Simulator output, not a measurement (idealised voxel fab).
voxel wiring stack: a process module
Square cell edge 5 nm, section width 155 nm, ID cut.
When this document writes out a cross-section, it uses a grid of square cells and lists it as bands, beginning at the top and moving down, with a band standing for one or more rows of cells.
For a band, the entry starts with two heights in nm, that of the top and then that of the bottom, and carries on with the band's materials in order from left to right, each alongside its width in nm; the word "all across" beside a single material means it fills the band edge to edge, and "air" means empty space.
Height datum 0, below which the as-received substrate wafer is one material. Lowest band open at the bottom, running downward: "0..down".
With a width like "30->40", each row of cells in the band differs from the next by the same amount, the top row carrying the first number and the bottom row the second.
Where a step carries "no alteration", the cross-section came out of it unchanged, cell for cell.
Entry "Closed cavity list". Content: empty spaces with no open connection to the top, size 8 cells or greater. Each: width x height at distance. Distance: from left edge. Unit: nm.
If you see something after the settings on a step's line, that's the simulator's own remark about that step.
overlay nm: right-of-plan distance of the mask on a masked step; negative values mean left-of-plan.

Process steps foreseen in the plan:
step 1: op RECEIVE | material Si
step 2: op CONFORMAL_DEP | material SiO2 | thk nm 15
step 3: op DIRECTIONAL_DEP | material TiN | thk nm 5
step 4: op DIRECTIONAL_DEP | material Ru | thk nm 20
step 5: op PATTERN | tone cover | mask id METAL_1 | material resist | width nm 20 | pitch nm 35 | thk nm 15 | overlay nm 0
step 6: op DIRECTIONAL_ETCH | etch materials Ru | depth nm 20
step 7: op DIRECTIONAL_ETCH | etch materials TiN | depth nm 5
step 8: op STRIP | etch materials resist
step 9: op CONFORMAL_DEP | material SiN | thk nm 5
step 10: op FILL_DEP | material SiO2 | thk nm 5
step 11: op CMP | height nm 40
step 12: op CONFORMAL_DEP | material SiCN | thk nm 5
step 13: op DIRECTIONAL_DEP | material SiO2 | thk nm 10
step 14: op PATTERN | tone open | mask id PLUG_1 | material resist | width nm 15 | pitch nm 70 | thk nm 15 | overlay nm 0
step 15: op DIRECTIONAL_ETCH | etch materials SiO2 | depth nm 10
step 16: op DIRECTIONAL_ETCH | etch materials SiCN | depth nm 5
step 17: op STRIP | etch materials resist
step 18: op CONFORMAL_DEP | material TiN | thk nm 5
step 19: op FILL_DEP | material Cu | thk nm 5
step 20: op CMP | height nm 55
step 21: op CONFORMAL_DEP | material SiN | thk nm 5
step 22: op DIRECTIONAL_DEP | material lowk | thk nm 25
step 23: op DIRECTIONAL_DEP | material aC | thk nm 15
step 24: op PATTERN | tone open | mask id METAL_2 | material resist | width nm 20 | pitch nm 35 | thk nm 30 | overlay nm 0
step 25: op DIRECTIONAL_ETCH | etch materials aC | depth nm 15
step 26: op STRIP | etch materials resist
step 27: op DIRECTIONAL_ETCH | etch materials lowk | depth nm 25
step 28: op DIRECTIONAL_ETCH | etch materials SiN | depth nm 5
step 29: op STRIP | etch materials aC
step 30: op CONFORMAL_DEP | material TiN | thk nm 5
step 31: op FILL_DEP | material Cu | thk nm 10
step 32: op CMP | height nm 85
step 33: op EPI | material Ru | thk nm 5
step 34: op FILL_DEP | material SiCN | thk nm 5
step 35: op DIRECTIONAL_DEP | material SiO2 | thk nm 20
step 36: op PATTERN | tone open | mask id PLUG_2 | material resist | width nm 15 | pitch nm 35 | thk nm 15 | overlay nm 0
step 37: op DIRECTIONAL_ETCH | etch materials SiO2 | depth nm 20
step 38: op DIRECTIONAL_ETCH | etch materials SiCN | depth nm 5
step 39: op STRIP | etch materials resist
step 40: op EPI | material Ru | thk nm 10
step 41: op EPI | material Ru | thk nm 10
step 42: op EPI | material Ru | thk nm 5
step 43: op CONFORMAL_DEP | material SiN | thk nm 5
step 44: op DIRECTIONAL_DEP | material lowk | thk nm 15
step 45: op MASKED_ETCH | tone open | mask id METAL_3 | width nm 20 | pitch nm 35 | etch materials lowk | depth nm 15 | overlay nm 0
step 46: op MASKED_ETCH | tone open | mask id METAL_3 | width nm 20 | pitch nm 35 | etch materials SiN | depth nm 5 | overlay nm 0
step 47: op CONFORMAL_DEP | material TiN | thk nm 5
step 48: op FILL_DEP | material Cu | thk nm 5
step 49: op CMP | height nm 135
step 50: op CONFORMAL_DEP | material SiN | thk nm 5

The following pertains to the first of two wafers, which was processed as planned:

Wafer at receipt (post step 1), cross-section:
0..down  Si all across
Closed cavity list: none

Take a look at the wafer's cross-section after step 2:
15..0  SiO2 all across
All layers under 0 are left as they were.

Take a look at the wafer's cross-section after step 3:
20..15  TiN all across
All layers under 15 are left as they were.

Take a look at the wafer's cross-section after step 4:
40..20  Ru all across
All layers under 20 are left as they were.

Take a look at the wafer's cross-section after step 5:
55..40  30 of air, then 20 of resist, then 15 of air, then 20 of resist, then 15 of air, then 20 of resist, then 35 of air
All layers under 40 are left as they were.

Take a look at the wafer's cross-section after step 6:
55..40  30 of air, then 20 of resist, then 15 of air, then 20 of resist, then 15 of air, then 20 of resist, then 35 of air
40..20  30 of air, then 20 of Ru, then 15 of air, then 20 of Ru, then 15 of air, then 20 of Ru, then 35 of air
All layers under 20 are left as they were.

Take a look at the wafer's cross-section after step 7:
55..40  30 of air, then 20 of resist, then 15 of air, then 20 of resist, then 15 of air, then 20 of resist, then 35 of air
40..20  30 of air, then 20 of Ru, then 15 of air, then 20 of Ru, then 15 of air, then 20 of Ru, then 35 of air
20..15  30 of air, then 20 of TiN, then 15 of air, then 20 of TiN, then 15 of air, then 20 of TiN, then 35 of air
All layers under 15 are left as they were.

Take a look at the wafer's cross-section after step 8:
40..20  30 of air, then 20 of Ru, then 15 of air, then 20 of Ru, then 15 of air, then 20 of Ru, then 35 of air
All layers under 20 are left as they were.

Take a look at the wafer's cross-section after step 9:
45..40  25 of air, then 30 of SiN, then 5 of air, then 30 of SiN, then 5 of air, then 30 of SiN, then 30 of air
40..20  25 of air, then 5 of SiN, then 20 of Ru, then 5 of SiN, then 5 of air, then 5 of SiN, then 20 of Ru, then 5 of SiN, then 5 of air, then 5 of SiN, then 20 of Ru, then 5 of SiN, then 30 of air
20..15  30 of SiN, then 20 of TiN, then 15 of SiN, then 20 of TiN, then 15 of SiN, then 20 of TiN, then 35 of SiN
All layers under 15 are left as they were.

Take a look at the wafer's cross-section after step 10:
50..45  SiO2 all across
45..40  25 of SiO2, then 30 of SiN, then 5 of SiO2, then 30 of SiN, then 5 of SiO2, then 30 of SiN, then 30 of SiO2
40..20  25 of SiO2, then 5 of SiN, then 20 of Ru, then 5 of SiN, then 5 of SiO2, then 5 of SiN, then 20 of Ru, then 5 of SiN, then 5 of SiO2, then 5 of SiN, then 20 of Ru, then 5 of SiN, then 30 of SiO2
All layers under 20 are left as they were.

Take a look at the wafer's cross-section after step 11:
40..20  25 of SiO2, then 5 of SiN, then 20 of Ru, then 5 of SiN, then 5 of SiO2, then 5 of SiN, then 20 of Ru, then 5 of SiN, then 5 of SiO2, then 5 of SiN, then 20 of Ru, then 5 of SiN, then 30 of SiO2
All layers under 20 are left as they were.

Take a look at the wafer's cross-section after step 12:
45..40  SiCN all across
All layers under 40 are left as they were.

Take a look at the wafer's cross-section after step 13:
55..45  SiO2 all across
All layers under 45 are left as they were.

Take a look at the wafer's cross-section after step 14:
70..55  30 of resist, then 15 of air, then 55 of resist, then 15 of air, then 40 of resist
All layers under 55 are left as they were.

Take a look at the wafer's cross-section after step 15:
70..55  30 of resist, then 15 of air, then 55 of resist, then 15 of air, then 40 of resist
55..45  30 of SiO2, then 15 of air, then 55 of SiO2, then 15 of air, then 40 of SiO2
All layers under 45 are left as they were.

Take a look at the wafer's cross-section after step 16:
70..55  30 of resist, then 15 of air, then 55 of resist, then 15 of air, then 40 of resist
55..45  30 of SiO2, then 15 of air, then 55 of SiO2, then 15 of air, then 40 of SiO2
45..40  30 of SiCN, then 15 of air, then 55 of SiCN, then 15 of air, then 40 of SiCN
All layers under 40 are left as they were.

Take a look at the wafer's cross-section after step 17:
55..45  30 of SiO2, then 15 of air, then 55 of SiO2, then 15 of air, then 40 of SiO2
All layers under 45 are left as they were.

Take a look at the wafer's cross-section after step 18:
60..55  35 of TiN, then 5 of air, then 65 of TiN, then 5 of air, then 45 of TiN
55..45  30 of SiO2, then 5 of TiN, then 5 of air, then 5 of TiN, then 55 of SiO2, then 5 of TiN, then 5 of air, then 5 of TiN, then 40 of SiO2
45..40  30 of SiCN, then 15 of TiN, then 55 of SiCN, then 15 of TiN, then 40 of SiCN
All layers under 40 are left as they were.

Take a look at the wafer's cross-section after step 19:
65..60  Cu all across
60..55  35 of TiN, then 5 of Cu, then 65 of TiN, then 5 of Cu, then 45 of TiN
55..45  30 of SiO2, then 5 of TiN, then 5 of Cu, then 5 of TiN, then 55 of SiO2, then 5 of TiN, then 5 of Cu, then 5 of TiN, then 40 of SiO2
All layers under 45 are left as they were.

Take a look at the wafer's cross-section after step 20:
55..45  30 of SiO2, then 5 of TiN, then 5 of Cu, then 5 of TiN, then 55 of SiO2, then 5 of TiN, then 5 of Cu, then 5 of TiN, then 40 of SiO2
All layers under 45 are left as they were.

Take a look at the wafer's cross-section after step 21:
60..55  SiN all across
All layers under 55 are left as they were.

Take a look at the wafer's cross-section after step 22:
85..60  lowk all across
All layers under 60 are left as they were.

Take a look at the wafer's cross-section after step 23:
100..85  aC all across
All layers under 85 are left as they were.

Take a look at the wafer's cross-section after step 24:
130..100  30 of resist, then 20 of air, then 15 of resist, then 20 of air, then 15 of resist, then 20 of air, then 35 of resist
All layers under 100 are left as they were.

Take a look at the wafer's cross-section after step 25:
115..100  30 of resist, then 20 of air, then 15 of resist, then 20 of air, then 15 of resist, then 20 of air, then 35 of resist
100..85  30 of aC, then 20 of air, then 15 of aC, then 20 of air, then 15 of aC, then 20 of air, then 35 of aC
All layers under 85 are left as they were.

Take a look at the wafer's cross-section after step 26:
100..85  30 of aC, then 20 of air, then 15 of aC, then 20 of air, then 15 of aC, then 20 of air, then 35 of aC
All layers under 85 are left as they were.

Take a look at the wafer's cross-section after step 27:
100..85  30 of aC, then 20 of air, then 15 of aC, then 20 of air, then 15 of aC, then 20 of air, then 35 of aC
85..60  30 of lowk, then 20 of air, then 15 of lowk, then 20 of air, then 15 of lowk, then 20 of air, then 35 of lowk
All layers under 60 are left as they were.

Take a look at the wafer's cross-section after step 28:
100..85  30 of aC, then 20 of air, then 15 of aC, then 20 of air, then 15 of aC, then 20 of air, then 35 of aC
85..60  30 of lowk, then 20 of air, then 15 of lowk, then 20 of air, then 15 of lowk, then 20 of air, then 35 of lowk
60..55  30 of SiN, then 20 of air, then 15 of SiN, then 20 of air, then 15 of SiN, then 20 of air, then 35 of SiN
All layers under 55 are left as they were.

Take a look at the wafer's cross-section after step 29:
85..60  30 of lowk, then 20 of air, then 15 of lowk, then 20 of air, then 15 of lowk, then 20 of air, then 35 of lowk
All layers under 60 are left as they were.

Take a look at the wafer's cross-section after step 30:
90..85  35 of TiN, then 10 of air, then 25 of TiN, then 10 of air, then 25 of TiN, then 10 of air, then 40 of TiN
85..60  30 of lowk, then 5 of TiN, then 10 of air, then 5 of TiN, then 15 of lowk, then 5 of TiN, then 10 of air, then 5 of TiN, then 15 of lowk, then 5 of TiN, then 10 of air, then 5 of TiN, then 35 of lowk
60..55  30 of SiN, then 20 of TiN, then 15 of SiN, then 20 of TiN, then 15 of SiN, then 20 of TiN, then 35 of SiN
All layers under 55 are left as they were.

Take a look at the wafer's cross-section after step 31:
100..90  Cu all across
90..85  35 of TiN, then 10 of Cu, then 25 of TiN, then 10 of Cu, then 25 of TiN, then 10 of Cu, then 40 of TiN
85..60  30 of lowk, then 5 of TiN, then 10 of Cu, then 5 of TiN, then 15 of lowk, then 5 of TiN, then 10 of Cu, then 5 of TiN, then 15 of lowk, then 5 of TiN, then 10 of Cu, then 5 of TiN, then 35 of lowk
All layers under 60 are left as they were.

Take a look at the wafer's cross-section after step 32:
85..60  30 of lowk, then 5 of TiN, then 10 of Cu, then 5 of TiN, then 15 of lowk, then 5 of TiN, then 10 of Cu, then 5 of TiN, then 15 of lowk, then 5 of TiN, then 10 of Cu, then 5 of TiN, then 35 of lowk
All layers under 60 are left as they were.

Take a look at the wafer's cross-section after step 33:
90..85  25 of air, then 30 of Ru, then 5 of air, then 30 of Ru, then 5 of air, then 30 of Ru, then 30 of air
All layers under 85 are left as they were.

Take a look at the wafer's cross-section after step 34:
95..90  SiCN all across
90..85  25 of SiCN, then 30 of Ru, then 5 of SiCN, then 30 of Ru, then 5 of SiCN, then 30 of Ru, then 30 of SiCN
All layers under 85 are left as they were.

Take a look at the wafer's cross-section after step 35:
115..95  SiO2 all across
All layers under 95 are left as they were.

Take a look at the wafer's cross-section after step 36:
130..115  30 of resist, then 15 of air, then 20 of resist, then 15 of air, then 20 of resist, then 15 of air, then 40 of resist
All layers under 115 are left as they were.

Take a look at the wafer's cross-section after step 37:
130..115  30 of resist, then 15 of air, then 20 of resist, then 15 of air, then 20 of resist, then 15 of air, then 40 of resist
115..95  30 of SiO2, then 15 of air, then 20 of SiO2, then 15 of air, then 20 of SiO2, then 15 of air, then 40 of SiO2
All layers under 95 are left as they were.

Take a look at the wafer's cross-section after step 38:
130..115  30 of resist, then 15 of air, then 20 of resist, then 15 of air, then 20 of resist, then 15 of air, then 40 of resist
115..95  30 of SiO2, then 15 of air, then 20 of SiO2, then 15 of air, then 20 of SiO2, then 15 of air, then 40 of SiO2
95..90  30 of SiCN, then 15 of air, then 20 of SiCN, then 15 of air, then 20 of SiCN, then 15 of air, then 40 of SiCN
All layers under 90 are left as they were.

Take a look at the wafer's cross-section after step 39:
115..95  30 of SiO2, then 15 of air, then 20 of SiO2, then 15 of air, then 20 of SiO2, then 15 of air, then 40 of SiO2
All layers under 95 are left as they were.

Take a look at the wafer's cross-section after step 40:
115..100  30 of SiO2, then 15 of air, then 20 of SiO2, then 15 of air, then 20 of SiO2, then 15 of air, then 40 of SiO2
100..95  30 of SiO2, then 15 of Ru, then 20 of SiO2, then 15 of Ru, then 20 of SiO2, then 15 of Ru, then 40 of SiO2
95..85  30->25 of SiCN, then 15->30 of Ru, then 20->5 of SiCN, then 15->30 of Ru, then 20->5 of SiCN, then 15->30 of Ru, then 40->30 of SiCN
All layers under 85 are left as they were.

Take a look at the wafer's cross-section after step 41:
115..110  30 of SiO2, then 15 of air, then 20 of SiO2, then 15 of air, then 20 of SiO2, then 15 of air, then 40 of SiO2
110..95  30 of SiO2, then 15 of Ru, then 20 of SiO2, then 15 of Ru, then 20 of SiO2, then 15 of Ru, then 40 of SiO2
All layers under 95 are left as they were.

Take a look at the wafer's cross-section after step 42:
115..95  30 of SiO2, then 15 of Ru, then 20 of SiO2, then 15 of Ru, then 20 of SiO2, then 15 of Ru, then 40 of SiO2
All layers under 95 are left as they were.

Take a look at the wafer's cross-section after step 43:
120..115  SiN all across
All layers under 115 are left as they were.

Take a look at the wafer's cross-section after step 44:
135..120  lowk all across
All layers under 120 are left as they were.

Take a look at the wafer's cross-section after step 45:
135..120  30 of lowk, then 20 of air, then 15 of lowk, then 20 of air, then 15 of lowk, then 20 of air, then 35 of lowk
All layers under 120 are left as they were.

Take a look at the wafer's cross-section after step 46:
135..120  30 of lowk, then 20 of air, then 15 of lowk, then 20 of air, then 15 of lowk, then 20 of air, then 35 of lowk
120..115  30 of SiN, then 20 of air, then 15 of SiN, then 20 of air, then 15 of SiN, then 20 of air, then 35 of SiN
All layers under 115 are left as they were.

Take a look at the wafer's cross-section after step 47:
140..135  35 of TiN, then 10 of air, then 25 of TiN, then 10 of air, then 25 of TiN, then 10 of air, then 40 of TiN
135..120  30 of lowk, then 5 of TiN, then 10 of air, then 5 of TiN, then 15 of lowk, then 5 of TiN, then 10 of air, then 5 of TiN, then 15 of lowk, then 5 of TiN, then 10 of air, then 5 of TiN, then 35 of lowk
120..115  30 of SiN, then 20 of TiN, then 15 of SiN, then 20 of TiN, then 15 of SiN, then 20 of TiN, then 35 of SiN
All layers under 115 are left as they were.

Take a look at the wafer's cross-section after step 48:
145..140  Cu all across
140..135  35 of TiN, then 10 of Cu, then 25 of TiN, then 10 of Cu, then 25 of TiN, then 10 of Cu, then 40 of TiN
135..120  30 of lowk, then 5 of TiN, then 10 of Cu, then 5 of TiN, then 15 of lowk, then 5 of TiN, then 10 of Cu, then 5 of TiN, then 15 of lowk, then 5 of TiN, then 10 of Cu, then 5 of TiN, then 35 of lowk
All layers under 120 are left as they were.

Take a look at the wafer's cross-section after step 49:
135..120  30 of lowk, then 5 of TiN, then 10 of Cu, then 5 of TiN, then 15 of lowk, then 5 of TiN, then 10 of Cu, then 5 of TiN, then 15 of lowk, then 5 of TiN, then 10 of Cu, then 5 of TiN, then 35 of lowk
All layers under 120 are left as they were.

Take a look at the wafer's cross-section after step 50:
140..135  SiN all across
All layers under 135 are left as they were.

Companion wafer, the second of two: same beginning, same intended sequence, one mistake in carrying it out; through step 44 inclusive it tracks the first exactly:

At the planned end of step 45, the second wafer in cross-section:
135..120  35 of lowk, then 15 of air, then 20 of lowk, then 15 of air, then 20 of lowk, then 15 of air, then 35 of lowk
All layers under 120 are left as they were.

At the planned end of step 46, the second wafer in cross-section:
135..120  35 of lowk, then 15 of air, then 20 of lowk, then 15 of air, then 20 of lowk, then 15 of air, then 35 of lowk
120..115  35 of SiN, then 15 of air, then 20 of SiN, then 15 of air, then 20 of SiN, then 15 of air, then 35 of SiN
All layers under 115 are left as they were.

At the planned end of step 47, the second wafer in cross-section:
140..135  40 of TiN, then 5 of air, then 30 of TiN, then 5 of air, then 30 of TiN, then 5 of air, then 40 of TiN
135..120  35 of lowk, then 5 of TiN, then 5 of air, then 5 of TiN, then 20 of lowk, then 5 of TiN, then 5 of air, then 5 of TiN, then 20 of lowk, then 5 of TiN, then 5 of air, then 5 of TiN, then 35 of lowk
120..115  35 of SiN, then 15 of TiN, then 20 of SiN, then 15 of TiN, then 20 of SiN, then 15 of TiN, then 35 of SiN
All layers under 115 are left as they were.

At the planned end of step 48, the second wafer in cross-section:
145..140  Cu all across
140..135  40 of TiN, then 5 of Cu, then 30 of TiN, then 5 of Cu, then 30 of TiN, then 5 of Cu, then 40 of TiN
135..120  35 of lowk, then 5 of TiN, then 5 of Cu, then 5 of TiN, then 20 of lowk, then 5 of TiN, then 5 of Cu, then 5 of TiN, then 20 of lowk, then 5 of TiN, then 5 of Cu, then 5 of TiN, then 35 of lowk
All layers under 120 are left as they were.

At the planned end of step 49, the second wafer in cross-section:
135..120  35 of lowk, then 5 of TiN, then 5 of Cu, then 5 of TiN, then 20 of lowk, then 5 of TiN, then 5 of Cu, then 5 of TiN, then 20 of lowk, then 5 of TiN, then 5 of Cu, then 5 of TiN, then 35 of lowk
All layers under 120 are left as they were.

At the planned end of step 50, the second wafer in cross-section:
140..135  SiN all across
All layers under 135 are left as they were.
Run error: step 45 deviated from plan and actually ran as op MASKED_ETCH | tone open | mask id METAL_3 | width nm 15 | pitch nm 35 | etch materials lowk | depth nm 15 | overlay nm 0
Wafer comparison, final, in cells, second relative to first, materials more or fewer: Cu: 9 fewer, SiN: 3 more, TiN: 3 fewer, lowk: 9 more
